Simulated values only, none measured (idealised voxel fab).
Module name: voxel self aligned contacts (process module)
Displayed cross-section: cut, width of 205 nm, square cells sized 5 nm.
Cross-sections here: square-cell grids, written as top-down lists of bands, a band being one or more rows of cells. Read a band's entry like this: the first values are the height of its top and the height of its bottom in nm, and what follows is the sequence of materials from left to right, each with its width in nm. Note that "blank" is empty space, and that a single material marked "all across" reaches across the band from edge to edge. A quick word on heights: they are counted from 0, and under that level the wafer as it came to us is one material throughout. The lowest band is different from the rest in having no bottom; it simply continues downward, written as in "0 -> down". A two-number width, for instance "30->40", indicates that the width is equal to the first number in the top row of the band and to the second number in the bottom row, and that it changes by a constant amount per row of cells. Basically "no modifications" means that step didn't change any cell in the cross-section. If an empty space has no open way to the top and is at least 8 cells in size, "Enclosed internal voids" lists it, written width x height at distance, where distance is measured from the left edge and every value is in nm. Formally, on a step line, whatever follows the settings is a remark that the simulator itself makes on the step. overlay nm: right-of-plan distance of the mask on a masked step; negative values mean left-of-plan.
The following list gives the planned process steps
1) RECEIVE [material Si]
2) CONFORMAL_DEP [material SiO2] [thk nm 5]
3) DIRECTIONAL_DEP [material polySi] [thk nm 25]
4) DIRECTIONAL_DEP [material SiN] [thk nm 20]
5) PATTERN [tone cover] [mask id GATE] [material resist] [width nm 25] [pitch nm 50] [thk nm 15] [overlay nm 0]
6) DIRECTIONAL_ETCH [etch materials SiN] [depth nm 20]
7) DIRECTIONAL_ETCH [etch materials polySi] [depth nm 25]
8) STRIP [etch materials resist]
9) CONFORMAL_DEP [material SiN] [thk nm 5]
10) DIRECTIONAL_ETCH [etch materials SiN] [depth nm 5]
11) FILL_DEP [material SiO2] [thk nm 20]
12) CMP [height nm 60]
13) DIRECTIONAL_DEP [material aC] [thk nm 15]
14) PATTERN [tone open] [mask id CONTACT] [material resist] [width nm 35] [pitch nm 50] [thk nm 30] [overlay nm 0]
15) DIRECTIONAL_ETCH [etch materials aC] [depth nm 15]
16) STRIP [etch materials resist]
17) DIRECTIONAL_ETCH [etch materials SiO2] [depth nm 60]
18) STRIP [etch materials aC]
19) CONFORMAL_DEP [material TiN] [thk nm 5]
20) FILL_DEP [material W] [thk nm 5]
21) CMP [height nm 60]
22) CONFORMAL_DEP [material SiN] [thk nm 5]
Cross-sectional view of the wafer in its as-received condition, corresponding to the state after step 1
	0 -> down | Si all across
	Enclosed internal voids: none
Look at the cross-section after the module: the wafer started out the way shown above and the plan was the one shown above, yet one mistake was made along the way
	65 -> 60 | SiN all across
	60 -> 30 | SiO2 (25), then SiN (155), then SiO2 (25)
	30 -> 15 | SiO2 (25), then SiN (15), then polySi (25), then SiN (25), then polySi (25), then SiN (25), then polySi (25), then SiN (15), then SiO2 (25)
	15 -> 5 | SiN (40), then polySi (25), then SiN (25), then polySi (25), then SiN (25), then polySi (25), then SiN (40)
	5 -> 0 | SiO2 all across
	0 -> down | Si all across
	Enclosed internal voids: none
Deviation from plan: step 9 changed vs plan, executed as CONFORMAL_DEP [material SiN] [thk nm 15]
